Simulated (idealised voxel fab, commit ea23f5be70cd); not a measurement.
The process module that follows is named voxel fin reveal.
Cross-section cut: width 245 nm, square cells of 5 nm.
Notation: cross-section as square-cell grid; stated in bands, top first, going down; one or more cell rows per band. Look at the band entry: it leads with the top's height and the bottom's height in nm. Then it lists the materials left to right, with a width in nm for each. The word "all across" on a single material says that material fills the band edge to edge. The word "empty" is empty space. For the purposes of this specification, 0 denotes the height below which the wafer in its as-received condition is composed wholly of one material, and the lowermost band, lacking a lower limit, extends downward without end, as expressed in "0 -> down". A width such as "30 to 40" changes by the same amount from each row of cells to the next, from the band's top row to its bottom row. Where the words "no modifications" appear for a step, the cross-section shows no cell changed by that step; every cell remained as before. So "Internal closed voids" is basically the list of trapped voids: any empty space of 8 cells or more that can't reach the top through an opening. They're written width x height at distance, the distance being from the left edge, and it's all nm. Formally, on a step line, whatever follows the settings is a remark that the simulator itself makes on the step. The "overlay nm" setting may appear on a step's line; for a step that uses a mask, it gives how far to the right of its planned position the mask lay, and a negative value indicates the left.

**Listed below are the process steps as planned**
1,RECEIVE: material Si
2,CONFORMAL_DEP: material SiN, thk nm 5
3,DIRECTIONAL_DEP: material aC, thk nm 10
4,PATTERN: tone cover, mask id FINS, material resist, width nm 15, pitch nm 40, thk nm 25, overlay nm 0
5,DIRECTIONAL_ETCH: etch materials aC, depth nm 10
6,STRIP: etch materials resist
7,DIRECTIONAL_ETCH: etch materials SiN, depth nm 5
8,DIRECTIONAL_ETCH: etch materials Si, depth nm 35
9,STRIP: etch materials aC
10,OXIDIZE: depth nm 5
11,FILL_DEP: material SiO2, thk nm 5
12,CMP: height nm 5
13,SELECTIVE_ETCH: etch materials SiO2, depth nm 30
14,STRIP: etch materials SiN

**The following pertains to the first of two wafers, which was processed as planned**

**This is the cross-section of the wafer as we received it, i.e. after step 1**
0 -> down: Si all across
Internal closed voids: none

**Sectional view: wafer, after step 2**
5 -> 0: SiN all across
Below 0, no change.

**Sectional view: wafer, after step 3**
15 -> 5: aC all across
Below 5, no change.

**Sectional view: wafer, after step 4**
40 -> 15: 75 empty | 15 resist | 25 empty | 15 resist | 25 empty | 15 resist | 75 empty
Below 15, no change.

**Sectional view: wafer, after step 5**
30 -> 15: 75 empty | 15 resist | 25 empty | 15 resist | 25 empty | 15 resist | 75 empty
15 -> 5: 75 empty | 15 aC | 25 empty | 15 aC | 25 empty | 15 aC | 75 empty
Below 5, no change.

**Sectional view: wafer, after step 6**
15 -> 5: 75 empty | 15 aC | 25 empty | 15 aC | 25 empty | 15 aC | 75 empty
Below 5, no change.

**Sectional view: wafer, after step 7**
15 -> 5: 75 empty | 15 aC | 25 empty | 15 aC | 25 empty | 15 aC | 75 empty
5 -> 0: 75 empty | 15 SiN | 25 empty | 15 SiN | 25 empty | 15 SiN | 75 empty
Below 0, no change.

**Sectional view: wafer, after step 8**
15 -> 5: 75 empty | 15 aC | 25 empty | 15 aC | 25 empty | 15 aC | 75 empty
5 -> 0: 75 empty | 15 SiN | 25 empty | 15 SiN | 25 empty | 15 SiN | 75 empty
0 -> -35: 75 empty | 15 Si | 25 empty | 15 Si | 25 empty | 15 Si | 75 empty
Below -35, no change.

**Sectional view: wafer, after step 9**
5 -> 0: 75 empty | 15 SiN | 25 empty | 15 SiN | 25 empty | 15 SiN | 75 empty
Below 0, no change.

**Sectional view: wafer, after step 10**
5 -> 0: 75 empty | 15 SiN | 25 empty | 15 SiN | 25 empty | 15 SiN | 75 empty
0 -> -35: 75 empty | 5 SiO2 | 5 Si | 5 SiO2 | 25 empty | 5 SiO2 | 5 Si | 5 SiO2 | 25 empty | 5 SiO2 | 5 Si | 5 SiO2 | 75 empty
-35 -> -40: 80 SiO2 | 5 Si | 35 SiO2 | 5 Si | 35 SiO2 | 5 Si | 80 SiO2
Below -40, no change.

**Sectional view: wafer, after step 11**
10 -> 5: SiO2 all across
5 -> 0: 75 SiO2 | 15 SiN | 25 SiO2 | 15 SiN | 25 SiO2 | 15 SiN | 75 SiO2
0 -> -40: 80 SiO2 | 5 Si | 35 SiO2 | 5 Si | 35 SiO2 | 5 Si | 80 SiO2
Below -40, no change.

**Sectional view: wafer, after step 12**
5 -> 0: 75 SiO2 | 15 SiN | 25 SiO2 | 15 SiN | 25 SiO2 | 15 SiN | 75 SiO2
Below 0, no change.

**Sectional view: wafer, after step 13**
5 -> 0: 75 empty | 15 SiN | 25 empty | 15 SiN | 25 empty | 15 SiN | 75 empty
0 -> -25: 80 empty | 5 Si | 35 empty | 5 Si | 35 empty | 5 Si | 80 empty
Below -25, no change.

**Sectional view: wafer, after step 14**
0 -> -25: 80 empty | 5 Si | 35 empty | 5 Si | 35 empty | 5 Si | 80 empty
Below -25, no change.

**Here the second wafer is described. Its start and its plan were those of the first wafer. Its run contained one mistake. Up to and including step 3, it did exactly what the first wafer did**

**X-section, second wafer, when step 4 was due to finish**
40 -> 15: 75 empty | 20 resist | 20 empty | 20 resist | 20 empty | 20 resist | 70 empty
Below 15, no change.

**X-section, second wafer, when step 5 was due to finish**
30 -> 15: 75 empty | 20 resist | 20 empty | 20 resist | 20 empty | 20 resist | 70 empty
15 -> 5: 75 empty | 20 aC | 20 empty | 20 aC | 20 empty | 20 aC | 70 empty
Below 5, no change.

**X-section, second wafer, when step 6 was due to finish**
15 -> 5: 75 empty | 20 aC | 20 empty | 20 aC | 20 empty | 20 aC | 70 empty
Below 5, no change.

**X-section, second wafer, when step 7 was due to finish**
15 -> 5: 75 empty | 20 aC | 20 empty | 20 aC | 20 empty | 20 aC | 70 empty
5 -> 0: 75 empty | 20 SiN | 20 empty | 20 SiN | 20 empty | 20 SiN | 70 empty
Below 0, no change.

**X-section, second wafer, when step 8 was due to finish**
15 -> 5: 75 empty | 20 aC | 20 empty | 20 aC | 20 empty | 20 aC | 70 empty
5 -> 0: 75 empty | 20 SiN | 20 empty | 20 SiN | 20 empty | 20 SiN | 70 empty
0 -> -35: 75 empty | 20 Si | 20 empty | 20 Si | 20 empty | 20 Si | 70 empty
Below -35, no change.

**X-section, second wafer, when step 9 was due to finish**
5 -> 0: 75 empty | 20 SiN | 20 empty | 20 SiN | 20 empty | 20 SiN | 70 empty
Below 0, no change.

**X-section, second wafer, when step 10 was due to finish**
5 -> 0: 75 empty | 20 SiN | 20 empty | 20 SiN | 20 empty | 20 SiN | 70 empty
0 -> -35: 75 empty | 5 SiO2 | 10 Si | 5 SiO2 | 20 empty | 5 SiO2 | 10 Si | 5 SiO2 | 20 empty | 5 SiO2 | 10 Si | 5 SiO2 | 70 empty
-35 -> -40: 80 SiO2 | 10 Si | 30 SiO2 | 10 Si | 30 SiO2 | 10 Si | 75 SiO2
Below -40, no change.

**X-section, second wafer, when step 11 was due to finish**
10 -> 5: SiO2 all across
5 -> 0: 75 SiO2 | 20 SiN | 20 SiO2 | 20 SiN | 20 SiO2 | 20 SiN | 70 SiO2
0 -> -40: 80 SiO2 | 10 Si | 30 SiO2 | 10 Si | 30 SiO2 | 10 Si | 75 SiO2
Below -40, no change.

**X-section, second wafer, when step 12 was due to finish**
5 -> 0: 75 SiO2 | 20 SiN | 20 SiO2 | 20 SiN | 20 SiO2 | 20 SiN | 70 SiO2
Below 0, no change.

**X-section, second wafer, when step 13 was due to finish**
5 -> 0: 75 empty | 20 SiN | 20 empty | 20 SiN | 20 empty | 20 SiN | 70 empty
0 -> -25: 80 empty | 10 Si | 30 empty | 10 Si | 30 empty | 10 Si | 75 empty
Below -25, no change.

**X-section, second wafer, when step 14 was due to finish**
0 -> -25: 80 empty | 10 Si | 30 empty | 10 Si | 30 empty | 10 Si | 75 empty
Below -25, no change.
What broke from the plan during processing? step 4 did not use the planned setting and instead ran as PATTERN: tone cover, mask id FINS, material resist, width nm 20, pitch nm 40, thk nm 25, overlay nm 0
End of process, cell counts, second wafer against first, materials with more or fewer: +24 Si, -9 SiO2
